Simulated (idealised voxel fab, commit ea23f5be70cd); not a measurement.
The document below concerns the process module designated voxel self aligned contacts.
Section shown: cut. Width: 230 nm. Cell size: 5 nm, square.
The cross-sections in this document take the form of a grid made of square cells. They are written out as bands, in order from top to bottom. Each band consists of one or more rows of cells. Look at the band entry: it leads with the top's height and the bottom's height in nm. Then it lists the materials left to right, with a width in nm for each. The word "throughout" on a single material says that material fills the band edge to edge. The word "air" is empty space. Ref level 0: as-received wafer is one material below here. Bottom band extends down with no lower bound ("z 0 and below"). Think of "30..40" as a width that walks from the first number to the second as you go down the band, top row to bottom row, taking equal-sized steps from row to row. "same as before" after a step means that no cell of the cross-section changed. "Enclosed internal voids" lists enclosed empty spaces (at least 8 cells, no open path upward to the top), each as width x height at distance from the left edge, in nm. On each step's line, the part that comes after the settings is the simulator's own comment on the step. overlay nm: right-of-plan distance of the mask on a masked step; negative values mean left-of-plan.
PROCESS STEPS (PLANNED)
1 op RECEIVE | material Si
2 op OXIDIZE | depth nm 5
3 op DIRECTIONAL_DEP | material polySi | thk nm 30
4 op DIRECTIONAL_DEP | material SiN | thk nm 20
5 op MASKED_ETCH | tone cover | mask id GATE | width nm 30 | pitch nm 75 | etch materials SiN | depth nm 20 | overlay nm 0
6 op MASKED_ETCH | tone cover | mask id GATE | width nm 30 | pitch nm 75 | etch materials polySi | depth nm 30 | overlay nm 0
7 op CONFORMAL_DEP | material SiN | thk nm 10
8 op DIRECTIONAL_ETCH | etch materials SiN | depth nm 10
9 op FILL_DEP | material SiO2 | thk nm 15
10 op CMP | height nm 55
11 op DIRECTIONAL_DEP | material aC | thk nm 15
12 op PATTERN | tone open | mask id CONTACT | material resist | width nm 55 | pitch nm 75 | thk nm 35 | overlay nm 0
13 op DIRECTIONAL_ETCH | etch materials aC | depth nm 15
14 op STRIP | etch materials resist
15 op DIRECTIONAL_ETCH | etch materials SiO2 | depth nm 60
16 op STRIP | etch materials aC
17 op CONFORMAL_DEP | material TiN | thk nm 5
18 op FILL_DEP | material Ru | thk nm 5
19 op CMP | height nm 55
20 op CONFORMAL_DEP | material SiCN | thk nm 5
INCOMING WAFER, CROSS-SECTIONAL VIEW, POST STEP 1
  z 0 and below  Si throughout
  Enclosed internal voids: none
POST-MODULE CROSS-SECTION: IDENTICAL START AND PLAN TO THOSE ABOVE, ONE MISSTEP IN EXECUTION
  z 60 to 55  SiCN throughout
  z 55 to 50  SiO2 50, TiN 20, Ru 15, TiN 20, SiO2 20, TiN 20, Ru 15, TiN 20, SiO2 50
  z 50 to 35  SiO2 15, SiN 50, TiN 5, Ru 15, TiN 5, SiN 50, TiN 5, Ru 15, TiN 5, SiN 50, SiO2 15
  z 35 to 30  SiO2 15, SiN 50, TiN 15, Ru 5, TiN 5, SiN 50, TiN 15, Ru 5, TiN 5, SiN 50, SiO2 15
  z 30 to 0  SiO2 15, SiN 10, polySi 40, SiN 10, TiN 5, Ru 5, TiN 5, SiN 10, polySi 40, SiN 10, TiN 5, Ru 5, TiN 5, SiN 10, polySi 40, SiN 10, SiO2 5
  z 0 to -5  SiO2 75, TiN 15, SiO2 60, TiN 15, SiO2 65
  z -5 and below  Si throughout
  Enclosed internal voids: none
What broke from the plan during processing? step 6 was processed under conditions differing from the plan, specifically as op MASKED_ETCH | tone cover | mask id GATE | width nm 30 | pitch nm 75 | etch materials polySi | depth nm 30 | overlay nm 10
